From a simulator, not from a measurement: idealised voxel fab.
Process module name: voxel self aligned vias
The cross-section shown here is cut; it is 220 nm wide and divided into square cells measuring 5 nm on a side.
For the purposes of this document, a cross-section shall be understood as a grid of square cells, specified as bands listed in top-to-bottom order, each band consisting of one or more rows of cells. A band entry consists of two parts. The first gives the height of the band's top and the height of its bottom, in nm. The rest lists the band's materials from left to right, each with its width in nm. A single material labelled with the word "full width" fills the band from edge to edge, and the word "air" marks empty space. All heights in this document are referenced to 0, defined as the level beneath which the wafer, as received, consists entirely of one material. The lowest band is not bounded below; it extends indefinitely downward and is written in the form "z 0 and below". So if you see something like "30 to 40" for the width, read it as the top row of the band sitting at the first number and the bottom row at the second, with every row in between moving by the same amount as the last. "nothing was modified" after a step means that no cell of the cross-section changed. In "Unvented voids" the enclosed voids are listed, meaning empty spaces of 8 cells or larger without any opening to the top. The form is width x height at distance, distance from the left edge, units nm. It should be noted that, on the line of a given step, the content following the step's settings is a remark produced by the simulator itself with respect to that step. overlay nm: how far to the right of its planned place the mask lay on this masked step (negative: to the left).

[plan]
1) RECEIVE with material Si
2) CONFORMAL_DEP with material SiO2, thk nm 10
3) CONFORMAL_DEP with material SiCN, thk nm 5
4) DIRECTIONAL_DEP with material lowk, thk nm 30
5) DIRECTIONAL_DEP with material aC, thk nm 10
6) PATTERN with tone open, mask id LINES, material resist, width nm 30, pitch nm 70, thk nm 30, overlay nm 0
7) DIRECTIONAL_ETCH with etch materials aC, depth nm 10
8) STRIP with etch materials resist
9) DIRECTIONAL_ETCH with etch materials lowk, depth nm 30
10) STRIP with etch materials aC
11) CONFORMAL_DEP with material TiN, thk nm 5
12) FILL_DEP with material W, thk nm 5
13) CMP with height nm 45
14) SELECTIVE_ETCH with etch materials W Ru TiN, depth nm 10
15) FILL_DEP with material SiN, thk nm 10
16) CMP with height nm 45
17) DIRECTIONAL_DEP with material lowk, thk nm 15
18) MASKED_ETCH with tone open, mask id VIAS, width nm 40, pitch nm 70, etch materials lowk, depth nm 15, overlay nm 0
19) MASKED_ETCH with tone open, mask id VIAS, width nm 40, pitch nm 70, etch materials SiN, depth nm 10, overlay nm 0
20) CONFORMAL_DEP with material TiN, thk nm 5
21) FILL_DEP with material W, thk nm 10
22) CMP with height nm 60
23) CONFORMAL_DEP with material SiCN, thk nm 5

[First of two wafers, processed according to plan]

[Received-state cross-section, reflecting completion of step 1]
	z 0 and below = Si full width
	Unvented voids: none

[The following cross-section depicts the wafer upon completion of step 2]
	z 10 to 0 = SiO2 full width
	Under the height 0 nothing was changed.

[The following cross-section depicts the wafer upon completion of step 3]
	z 15 to 10 = SiCN full width
	Under the height 10 nothing was changed.

[The following cross-section depicts the wafer upon completion of step 4]
	z 45 to 15 = lowk full width
	Under the height 15 nothing was changed.

[The following cross-section depicts the wafer upon completion of step 5]
	z 55 to 45 = aC full width
	Under the height 45 nothing was changed.

[The following cross-section depicts the wafer upon completion of step 6]
	z 85 to 55 = resist (60) / air (30) / resist (40) / air (30) / resist (60)
	Under the height 55 nothing was changed.

[The following cross-section depicts the wafer upon completion of step 7]
	z 75 to 55 = resist (60) / air (30) / resist (40) / air (30) / resist (60)
	z 55 to 45 = aC (60) / air (30) / aC (40) / air (30) / aC (60)
	Under the height 45 nothing was changed.

[The following cross-section depicts the wafer upon completion of step 8]
	z 55 to 45 = aC (60) / air (30) / aC (40) / air (30) / aC (60)
	Under the height 45 nothing was changed.

[The following cross-section depicts the wafer upon completion of step 9]
	z 55 to 45 = aC (60) / air (30) / aC (40) / air (30) / aC (60)
	z 45 to 15 = lowk (60) / air (30) / lowk (40) / air (30) / lowk (60)
	Under the height 15 nothing was changed.

[The following cross-section depicts the wafer upon completion of step 10]
	z 45 to 15 = lowk (60) / air (30) / lowk (40) / air (30) / lowk (60)
	Under the height 15 nothing was changed.

[The following cross-section depicts the wafer upon completion of step 11]
	z 50 to 45 = TiN (65) / air (20) / TiN (50) / air (20) / TiN (65)
	z 45 to 20 = lowk (60) / TiN (5) / air (20) / TiN (5) / lowk (40) / TiN (5) / air (20) / TiN (5) / lowk (60)
	z 20 to 15 = lowk (60) / TiN (30) / lowk (40) / TiN (30) / lowk (60)
	Under the height 15 nothing was changed.

[The following cross-section depicts the wafer upon completion of step 12]
	z 55 to 50 = W full width
	z 50 to 45 = TiN (65) / W (20) / TiN (50) / W (20) / TiN (65)
	z 45 to 20 = lowk (60) / TiN (5) / W (20) / TiN (5) / lowk (40) / TiN (5) / W (20) / TiN (5) / lowk (60)
	Under the height 20 nothing was changed.

[The following cross-section depicts the wafer upon completion of step 13]
	z 45 to 20 = lowk (60) / TiN (5) / W (20) / TiN (5) / lowk (40) / TiN (5) / W (20) / TiN (5) / lowk (60)
	Under the height 20 nothing was changed.

[The following cross-section depicts the wafer upon completion of step 14]
	z 45 to 35 = lowk (60) / air (30) / lowk (40) / air (30) / lowk (60)
	Under the height 35 nothing was changed.

[The following cross-section depicts the wafer upon completion of step 15]
	z 55 to 45 = SiN full width
	z 45 to 35 = lowk (60) / SiN (30) / lowk (40) / SiN (30) / lowk (60)
	Under the height 35 nothing was changed.

[The following cross-section depicts the wafer upon completion of step 16]
	z 45 to 35 = lowk (60) / SiN (30) / lowk (40) / SiN (30) / lowk (60)
	Under the height 35 nothing was changed.

[The following cross-section depicts the wafer upon completion of step 17]
	z 60 to 45 = lowk full width
	Under the height 45 nothing was changed.

[The following cross-section depicts the wafer upon completion of step 18]
	z 60 to 45 = lowk (55) / air (40) / lowk (30) / air (40) / lowk (55)
	Under the height 45 nothing was changed.

[The following cross-section depicts the wafer upon completion of step 19]
	z 60 to 45 = lowk (55) / air (40) / lowk (30) / air (40) / lowk (55)
	z 45 to 35 = lowk (60) / air (30) / lowk (40) / air (30) / lowk (60)
	Under the height 35 nothing was changed.

[The following cross-section depicts the wafer upon completion of step 20]
	z 65 to 60 = TiN (60) / air (30) / TiN (40) / air (30) / TiN (60)
	z 60 to 50 = lowk (55) / TiN (5) / air (30) / TiN (5) / lowk (30) / TiN (5) / air (30) / TiN (5) / lowk (55)
	z 50 to 40 = lowk (55 to 60) / TiN (10 to 5) / air (20) / TiN (10 to 5) / lowk (30 to 40) / TiN (10 to 5) / air (20) / TiN (10 to 5) / lowk (55 to 60)
	z 40 to 35 = lowk (60) / TiN (30) / lowk (40) / TiN (30) / lowk (60)
	Under the height 35 nothing was changed.

[The following cross-section depicts the wafer upon completion of step 21]
	z 75 to 65 = W full width
	z 65 to 60 = TiN (60) / W (30) / TiN (40) / W (30) / TiN (60)
	z 60 to 50 = lowk (55) / TiN (5) / W (30) / TiN (5) / lowk (30) / TiN (5) / W (30) / TiN (5) / lowk (55)
	z 50 to 40 = lowk (55 to 60) / TiN (10 to 5) / W (20) / TiN (10 to 5) / lowk (30 to 40) / TiN (10 to 5) / W (20) / TiN (10 to 5) / lowk (55 to 60)
	Under the height 40 nothing was changed.

[The following cross-section depicts the wafer upon completion of step 22]
	z 60 to 50 = lowk (55) / TiN (5) / W (30) / TiN (5) / lowk (30) / TiN (5) / W (30) / TiN (5) / lowk (55)
	Under the height 50 nothing was changed.

[The following cross-section depicts the wafer upon completion of step 23]
	z 65 to 60 = SiCN full width
	Under the height 60 nothing was changed.

[The remaining wafer, second of the two, started like the first and was run to the same plan, except that one mistake was made along the way; the two coincide through step 17, inclusive]

[Second wafer profile in section, at the moment step 18 of the plan was meant to be complete]
	z 60 to 45 = lowk (55) / air (40) / lowk (30) / air (40) / lowk (55)
	z 45 to 35 = lowk (55) / air (5) / SiN (30) / air (5) / lowk (30) / air (5) / SiN (30) / air (5) / lowk (55)
	z 35 to 30 = lowk (55) / air (5) / TiN (5) / W (20) / TiN (5) / air (5) / lowk (30) / air (5) / TiN (5) / W (20) / TiN (5) / air (5) / lowk (55)
	Under the height 30 nothing was changed.

[Second wafer profile in section, at the moment step 19 of the plan was meant to be complete]
	z 60 to 35 = lowk (55) / air (40) / lowk (30) / air (40) / lowk (55)
	Under the height 35 nothing was changed.

[Second wafer profile in section, at the moment step 20 of the plan was meant to be complete]
	z 65 to 60 = TiN (60) / air (30) / TiN (40) / air (30) / TiN (60)
	z 60 to 40 = lowk (55) / TiN (5) / air (30) / TiN (5) / lowk (30) / TiN (5) / air (30) / TiN (5) / lowk (55)
	z 40 to 35 = lowk (55) / TiN (40) / lowk (30) / TiN (40) / lowk (55)
	z 35 to 30 = lowk (55) / TiN (10) / W (20) / TiN (10) / lowk (30) / TiN (10) / W (20) / TiN (10) / lowk (55)
	Under the height 30 nothing was changed.

[Second wafer profile in section, at the moment step 21 of the plan was meant to be complete]
	z 75 to 65 = W full width
	z 65 to 60 = TiN (60) / W (30) / TiN (40) / W (30) / TiN (60)
	z 60 to 40 = lowk (55) / TiN (5) / W (30) / TiN (5) / lowk (30) / TiN (5) / W (30) / TiN (5) / lowk (55)
	Under the height 40 nothing was changed.

[Second wafer profile in section, at the moment step 22 of the plan was meant to be complete]
	z 60 to 40 = lowk (55) / TiN (5) / W (30) / TiN (5) / lowk (30) / TiN (5) / W (30) / TiN (5) / lowk (55)
	Under the height 40 nothing was changed.

[Second wafer profile in section, at the moment step 23 of the plan was meant to be complete]
	z 65 to 60 = SiCN full width
	Under the height 60 nothing was changed.
Which mistake was made when the wafer was run? step 18 in the plan was executed twice
End of process, cell counts, second wafer against first, materials with more or fewer: TiN: 4 more; W: 8 more; lowk: 12 fewer
